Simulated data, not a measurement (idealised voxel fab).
Name of the process module below: voxel fin reveal
Xsec cut, 245 nm wide, square cell size 5 nm.
Cross-section layout: square cells on a grid; listed as bands, top to bottom; a band spans one or more cell rows. This entry defines a band. It first specifies the height of the band's top and the height of its bottom in nm, and then specifies the band's materials from left to right, stating each material with its width in nm. The word "full width" identifies a single material that fills the band from edge to edge, while the word "empty" identifies empty space. Height is counted from the level 0, under which the received wafer is composed throughout of one material. The lowest of the bands is not closed at the bottom but continues downward, in the notation "0 and below". The expression "30->40" gives the width at the extremes of the band, the first number at its top row of cells and the second at its bottom row, with the width changing by equal amounts from each row to the next in between. Reading "nothing changed" for a step: not a cell of the cross-section changed in it. Entry "Enclosed cavity list" = empty spaces >= 8 cells with no open way to the top; each as width x height at distance, distance from left edge, all nm. Formally, on a step line, whatever follows the settings is a remark that the simulator itself makes on the step. overlay nm: mask offset rightward from planned place, masked step; negative means leftward offset.
Process steps (planned):
- 1: RECEIVE [material Si]
- 2: CONFORMAL_DEP [material SiN] [thk nm 5]
- 3: PATTERN [tone cover] [mask id FINS] [material resist] [width nm 15] [pitch nm 35] [thk nm 20] [overlay nm 0]
- 4: DIRECTIONAL_ETCH [etch materials SiN] [depth nm 5]
- 5: DIRECTIONAL_ETCH [etch materials Si] [depth nm 40]
- 6: STRIP [etch materials resist]
- 7: OXIDIZE [depth nm 5]
- 8: FILL_DEP [material SiO2] [thk nm 15]
- 9: CMP [height nm 5]
- 10: SELECTIVE_ETCH [etch materials SiO2] [depth nm 20]
- 11: STRIP [etch materials SiN]
Incoming wafer in cross-section (state: after step 1):
- 0 and below = Si full width
- Enclosed cavity list: none
First of two wafers at the end of the module, shown in cross-section; run carried out as planned:
- 0 down to -15 = 85 nm empty | 5 nm Si | 30 nm empty | 5 nm Si | 30 nm empty | 5 nm Si | 85 nm empty
- -15 down to -45 = 85 nm SiO2 | 5 nm Si | 30 nm SiO2 | 5 nm Si | 30 nm SiO2 | 5 nm Si | 85 nm SiO2
- -45 and below = Si full width
- Enclosed cavity list: none
Second wafer cross-section at end of module - shared start and plan with the first, one mistake in the run:
- 0 down to -15 = 85 nm empty | 10 nm Si | 25 nm empty | 10 nm Si | 25 nm empty | 10 nm Si | 80 nm empty
- -15 down to -45 = 85 nm SiO2 | 10 nm Si | 25 nm SiO2 | 10 nm Si | 25 nm SiO2 | 10 nm Si | 80 nm SiO2
- -45 and below = Si full width
- Enclosed cavity list: none
Processing error: rather than as planned, step 3 actually ran as PATTERN [tone cover] [mask id FINS] [material resist] [width nm 20] [pitch nm 35] [thk nm 20] [overlay nm 0]
Heads up, by the end the second wafer has more or fewer cells of some materials compared to the first: Si: 27 more, SiO2: 18 fewer
